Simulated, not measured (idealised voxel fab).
The process module that follows is named voxel capacitor over wiring.
Xsec cut, 300 nm wide, square cell size 5 nm.
Each cross-section below is a grid of square cells, stated as bands in top-down order, with one or more rows of cells making up each band. Band entry format. Leading values: height of top, height of bottom, nm. Remainder: materials in left-to-right order, each with its width in nm. Special words: "throughout" on a single material, which then fills the band edge to edge; "empty", empty space. Zero point of the height axis is 0; under it, received wafer = one material. Lowest band: continues down indefinitely, "0 down". A width given as "30->40" starts at the first number in the band's top row and ends at the second number in its bottom row, shifting by an equal amount at every step from row to row. It should be understood that the words "no change", when stated for a given step, signify that the cross-section underwent no change in any of its cells during that step. Entry "Closed internal cavities" = empty spaces >= 8 cells with no open way to the top; each as width x height at distance, distance from left edge, all nm. That trailing text on a step's line, after the settings, is the simulator's own remark on the step. "overlay nm" on a masked step: distance the mask lay right of its planned place, negative for left.

PLANNED PROCESS STEPS
- 1: RECEIVE: material Si
- 2: CONFORMAL_DEP: material SiO2, thk nm 10
- 3: CONFORMAL_DEP: material SiCN, thk nm 5
- 4: DIRECTIONAL_DEP: material lowk, thk nm 25
- 5: MASKED_ETCH: tone open, mask id METAL_1, width nm 30, pitch nm 100, etch materials lowk, depth nm 25, overlay nm 0
- 6: MASKED_ETCH: tone open, mask id METAL_1, width nm 30, pitch nm 100, etch materials SiCN, depth nm 5, overlay nm 0
- 7: CONFORMAL_DEP: material TiN, thk nm 5
- 8: FILL_DEP: material Cu, thk nm 5
- 9: CMP: height nm 40
- 10: EPI: material Ru, thk nm 5
- 11: FILL_DEP: material SiCN, thk nm 5
- 12: DIRECTIONAL_DEP: material lowk, thk nm 10
- 13: DIRECTIONAL_DEP: material aC, thk nm 15
- 14: PATTERN: tone open, mask id PLUG_1, material resist, width nm 15, thk nm 35, overlay nm 0
- 15: DIRECTIONAL_ETCH: etch materials aC, depth nm 15
- 16: STRIP: etch materials resist
- 17: DIRECTIONAL_ETCH: etch materials lowk, depth nm 10
- 18: DIRECTIONAL_ETCH: etch materials SiCN, depth nm 5
- 19: STRIP: etch materials aC
- 20: EPI: material Ru, thk nm 10
- 21: EPI: material Ru, thk nm 5
- 22: DIRECTIONAL_DEP: material TiN, thk nm 5
- 23: DIRECTIONAL_DEP: material SiN, thk nm 5
- 24: DIRECTIONAL_DEP: material TiN, thk nm 5
- 25: DIRECTIONAL_DEP: material aC, thk nm 15
- 26: PATTERN: tone cover, mask id UPPER_PLATE, material resist, width nm 75, thk nm 30, overlay nm 0
- 27: DIRECTIONAL_ETCH: etch materials aC, depth nm 15
- 28: STRIP: etch materials resist
- 29: DIRECTIONAL_ETCH: etch materials TiN, depth nm 5
- 30: DIRECTIONAL_ETCH: etch materials SiN, depth nm 5
- 31: STRIP: etch materials aC
- 32: DIRECTIONAL_DEP: material aC, thk nm 15
- 33: PATTERN: tone cover, mask id LOWER_PLATE, material resist, width nm 85, thk nm 35, overlay nm 0
- 34: DIRECTIONAL_ETCH: etch materials aC, depth nm 15
- 35: STRIP: etch materials resist
- 36: DIRECTIONAL_ETCH: etch materials TiN, depth nm 5
- 37: STRIP: etch materials aC
- 38: FILL_DEP: material SiO2, thk nm 15
- 39: CMP: height nm 85
- 40: DIRECTIONAL_DEP: material aC, thk nm 15
- 41: PATTERN: tone open, mask id PLUG_2, material resist, width nm 15, thk nm 35, overlay nm 0
- 42: DIRECTIONAL_ETCH: etch materials aC, depth nm 15
- 43: STRIP: etch materials resist
- 44: DIRECTIONAL_ETCH: etch materials SiO2, depth nm 10
- 45: STRIP: etch materials aC
- 46: CONFORMAL_DEP: material TiN, thk nm 5
- 47: FILL_DEP: material Cu, thk nm 10
- 48: CMP: height nm 85
- 49: CONFORMAL_DEP: material SiCN, thk nm 5

CROSS-SECTION OF THE WAFER AS IT CAME TO US, I.E., ALREADY THROUGH STEP 1
* 0 down = Si throughout
* Closed internal cavities: none

END-OF-MODULE CROSS-SECTION OF THE FIRST OF TWO WAFERS, PROCESSED AS PLANNED
* 90 to 85 = SiCN throughout
* 85 to 80 = 110 nm SiO2, 5 nm TiN, 5 nm Cu, 5 nm TiN, 175 nm SiO2
* 80 to 70 = 110->100 nm SiO2, 15->75 nm TiN, 175->125 nm SiO2
* 70 to 65 = 100 nm SiO2, 75 nm SiN, 125 nm SiO2
* 65 to 60 = 95 nm SiO2, 85 nm TiN, 120 nm SiO2
* 60 to 50 = 100 nm lowk, 15 nm Ru, 185 nm lowk
* 50 to 45 = 100 nm SiCN, 15 nm Ru, 185 nm SiCN
* 45 to 40 = 80 nm SiCN, 40 nm Ru, 60 nm SiCN, 40 nm Ru, 80 nm SiCN
* 40 to 15 = 85 nm lowk, 5 nm TiN, 20 nm Cu, 5 nm TiN, 70 nm lowk, 5 nm TiN, 20 nm Cu, 5 nm TiN, 85 nm lowk
* 15 to 10 = 85 nm SiCN, 30 nm TiN, 70 nm SiCN, 30 nm TiN, 85 nm SiCN
* 10 to 0 = SiO2 throughout
* 0 down = Si throughout
* Closed internal cavities: none

SAME START, SAME PLAN AS THE FIRST WAFER - BUT ONE MISTAKE IN THE RUN. CROSS-SECTION OF THE SECOND OF THE TWO AT THE END OF THE MODULE
* 90 to 85 = SiCN throughout
* 85 to 80 = 110 nm SiO2, 5 nm TiN, 5 nm Cu, 5 nm TiN, 175 nm SiO2
* 80 to 70 = 110->100 nm SiO2, 15->75 nm TiN, 175->125 nm SiO2
* 70 to 65 = 100 nm SiO2, 75 nm SiN, 125 nm SiO2
* 65 to 60 = 95 nm SiO2, 85 nm TiN, 120 nm SiO2
* 60 to 50 = 100 nm lowk, 15 nm Ru, 185 nm lowk
* 50 to 45 = 100 nm SiCN, 15 nm Ru, 185 nm SiCN
* 45 to 40 = 90 nm Ru, 20 nm SiCN, 80 nm Ru, 20 nm SiCN, 90 nm Ru
* 40 to 20 = 80 nm Cu, 5 nm TiN, 30 nm lowk, 5 nm TiN, 60 nm Cu, 5 nm TiN, 30 nm lowk, 5 nm TiN, 80 nm Cu
* 20 to 15 = 85 nm TiN, 30 nm lowk, 70 nm TiN, 30 nm lowk, 85 nm TiN
* 15 to 10 = SiCN throughout
* 10 to 0 = SiO2 throughout
* 0 down = Si throughout
* Closed internal cavities: none
In executing the process, a mistake was made relative to the plan: step 5 deviated from plan and actually ran as MASKED_ETCH: tone cover, mask id METAL_1, width nm 30, pitch nm 100, etch materials lowk, depth nm 25, overlay nm 0
End of process, cell counts, second wafer against first, materials with more or fewer: 136 more of Cu, 36 more of Ru, 24 fewer of SiCN, 32 more of TiN, 180 fewer of lowk
